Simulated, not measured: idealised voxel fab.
process module | voxel released beams
cross-section cut | 275 nm wide | cells 5 nm
A cross-section is a grid of square cells, given in bands from the top down. A band is one or more rows of cells.
Each band's line starts with the height of the band's top and of its bottom, in nm. Then come its materials from left to right, each with its width in nm. One material with "throughout" fills the band from edge to edge. "air" is empty space.
Height 0 is the level under which the wafer as received is all one material. The lowest band goes on downwards, as in "0 down".
A width such as "30 to 40" changes by the same amount from each row of cells to the next, from the band's top row to its bottom row.
"no change" after a step means that no cell of the cross-section changed.
closed voids: empty space of 8 cells or more with no open way to the top, each as width x height at its distance from the left edge, in nm
after a step's settings: what the simulator itself notes on the step
overlay nm, on a step with a mask: how far to the right of its planned place the mask lay; to the left if negative
plan
1 op RECEIVE | material Si
2 op CONFORMAL_DEP | material Al2O3 | thk nm 5
3 op DIRECTIONAL_DEP | material SiO2 | thk nm 10
4 op DIRECTIONAL_DEP | material aC | thk nm 15
5 op PATTERN | tone open | mask id ANCHOR | material resist | width nm 45 | thk nm 35 | overlay nm 0
6 op DIRECTIONAL_ETCH | etch materials aC | depth nm 15
7 op STRIP | etch materials resist
8 op DIRECTIONAL_ETCH | etch materials SiO2 | depth nm 10
9 op STRIP | etch materials aC
10 op CONFORMAL_DEP | material polySi | thk nm 15
11 op PATTERN | tone cover | mask id BEAM | material resist | width nm 95 | thk nm 20 | overlay nm 0
12 op DIRECTIONAL_ETCH | etch materials polySi | depth nm 15
13 op STRIP | etch materials resist
14 op STRIP | etch materials SiO2
as received, after step 1
  0 down: Si throughout
  closed voids: none
a wafer at the end: this start, this plan, one mistake
  45 to 30: air 85 | polySi 95 | air 95
  30 to 15: polySi throughout
  15 to 5: SiO2 90 | polySi 45 | SiO2 140
  5 to 0: Al2O3 throughout
  0 down: Si throughout
  closed voids: none
what went wrong: step 10 was run twice
